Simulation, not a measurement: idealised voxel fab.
Proc. module: voxel wiring stack
Shown is cross-section cut, with a width of 140 nm and square cells of size 5 nm.
Reading order for cross-sections: top band down to bottom band. Underlying form: a grid of square cells. Band size: one or more rows of cells. First you get the band's top height and its bottom height, in nm, and then the materials it's made of, left to right, with each width in nm. If you see a single material with "everywhere", that one covers the band edge to edge. "empty" is empty space. Note: height 0 marks the level under which the wafer is uniformly one material as received. Lowest band unbounded below, written "0 -> down". Note: "30..40" means the width goes from the first number (top row of the band) to the second number (bottom row) in equal steps per row of cells. "all unchanged" means the step left every cell of the cross-section as it was. In "Enclosed cavity list" the enclosed voids are listed, meaning empty spaces of 8 cells or larger without any opening to the top. The form is width x height at distance, distance from the left edge, units nm. after a step's settings: what the simulator itself notes on the step. "overlay nm" on a masked step: distance the mask lay right of its planned place, negative for left.

Process steps (planned)
1) op RECEIVE | material Si
2) op CONFORMAL_DEP | material SiO2 | thk nm 15
3) op DIRECTIONAL_DEP | material TiN | thk nm 5
4) op DIRECTIONAL_DEP | material W | thk nm 15
5) op PATTERN | tone cover | mask id METAL_1 | material resist | width nm 20 | pitch nm 40 | thk nm 20 | overlay nm 0
6) op DIRECTIONAL_ETCH | etch materials W | depth nm 15
7) op DIRECTIONAL_ETCH | etch materials TiN | depth nm 5
8) op STRIP | etch materials resist
9) op FILL_DEP | material SiO2 | thk nm 5
10) op CMP | height nm 35
11) op CONFORMAL_DEP | material SiCN | thk nm 5
12) op DIRECTIONAL_DEP | material lowk | thk nm 35
13) op MASKED_ETCH | tone open | mask id METAL_2_HOLES | width nm 15 | pitch nm 40 | etch materials lowk | depth nm 35 | overlay nm 0
14) op PATTERN | tone open | mask id METAL_2 | material resist | width nm 20 | pitch nm 40 | thk nm 15 | overlay nm 0
15) op DIRECTIONAL_ETCH | etch materials lowk | depth nm 20
16) op DIRECTIONAL_ETCH | etch materials SiCN | depth nm 5
17) op STRIP | etch materials resist
18) op CONFORMAL_DEP | material TiN | thk nm 5
19) op FILL_DEP | material Ru | thk nm 5
20) op CMP | height nm 75
21) op CONFORMAL_DEP | material SiN | thk nm 5

As-received wafer cross-section (after step 1)
- 0 -> down = Si everywhere
- Enclosed cavity list: none

Cross-sectional view of the first of the two wafers upon completion of the module, processed in accordance with the plan
- 80 -> 75 = SiN everywhere
- 75 -> 60 = lowk (20)  TiN (5)  Ru (10)  TiN (5)  lowk (20)  TiN (5)  Ru (10)  TiN (5)  lowk (20)  TiN (5)  Ru (10)  TiN (5)  lowk (20)
- 60 -> 55 = lowk (20)  TiN (5)  Ru (5)  TiN (10)  lowk (20)  TiN (5)  Ru (5)  TiN (10)  lowk (20)  TiN (5)  Ru (5)  TiN (10)  lowk (20)
- 55 -> 40 = lowk (20)  TiN (5)  Ru (5)  TiN (5)  lowk (25)  TiN (5)  Ru (5)  TiN (5)  lowk (25)  TiN (5)  Ru (5)  TiN (5)  lowk (25)
- 40 -> 35 = SiCN (20)  TiN (15)  SiCN (25)  TiN (15)  SiCN (25)  TiN (15)  SiCN (25)
- 35 -> 20 = SiO2 (20)  W (20)  SiO2 (20)  W (20)  SiO2 (20)  W (20)  SiO2 (20)
- 20 -> 15 = SiO2 (20)  TiN (20)  SiO2 (20)  TiN (20)  SiO2 (20)  TiN (20)  SiO2 (20)
- 15 -> 0 = SiO2 everywhere
- 0 -> down = Si everywhere
- Enclosed cavity list: none

Wafer two (of two), end-of-module cross-section: start = wafer one, plan = wafer one, one run mistake
- 80 -> 75 = SiN everywhere
- 75 -> 60 = lowk (20)  TiN (5)  Ru (10)  TiN (5)  lowk (20)  TiN (5)  Ru (10)  TiN (5)  lowk (20)  TiN (5)  Ru (10)  TiN (5)  lowk (20)
- 60 -> 55 = lowk (20)  TiN (5)  Ru (5)  TiN (10)  lowk (20)  TiN (5)  Ru (5)  TiN (10)  lowk (20)  TiN (5)  Ru (5)  TiN (10)  lowk (20)
- 55 -> 45 = lowk (20)  TiN (5)  Ru (5)  TiN (5)  lowk (25)  TiN (5)  Ru (5)  TiN (5)  lowk (25)  TiN (5)  Ru (5)  TiN (5)  lowk (25)
- 45 -> 40 = lowk (20)  TiN (15)  lowk (25)  TiN (15)  lowk (25)  TiN (15)  lowk (25)
- 40 -> 35 = SiCN (25)  TiN (10)  SiCN (30)  TiN (10)  SiCN (30)  TiN (10)  SiCN (25)
- 35 -> 20 = SiO2 (20)  W (20)  SiO2 (20)  W (20)  SiO2 (20)  W (20)  SiO2 (20)
- 20 -> 15 = SiO2 (20)  TiN (20)  SiO2 (20)  TiN (20)  SiO2 (20)  TiN (20)  SiO2 (20)
- 15 -> 0 = SiO2 everywhere
- 0 -> down = Si everywhere
- Enclosed cavity list: none
what went wrong: step 14 changed vs plan, executed as op PATTERN | tone open | mask id METAL_2 | material resist | width nm 15 | pitch nm 40 | thk nm 15 | overlay nm 0
Materials where the second wafer ends with more or fewer cells than the first: Ru: 3 fewer; SiCN: 3 more
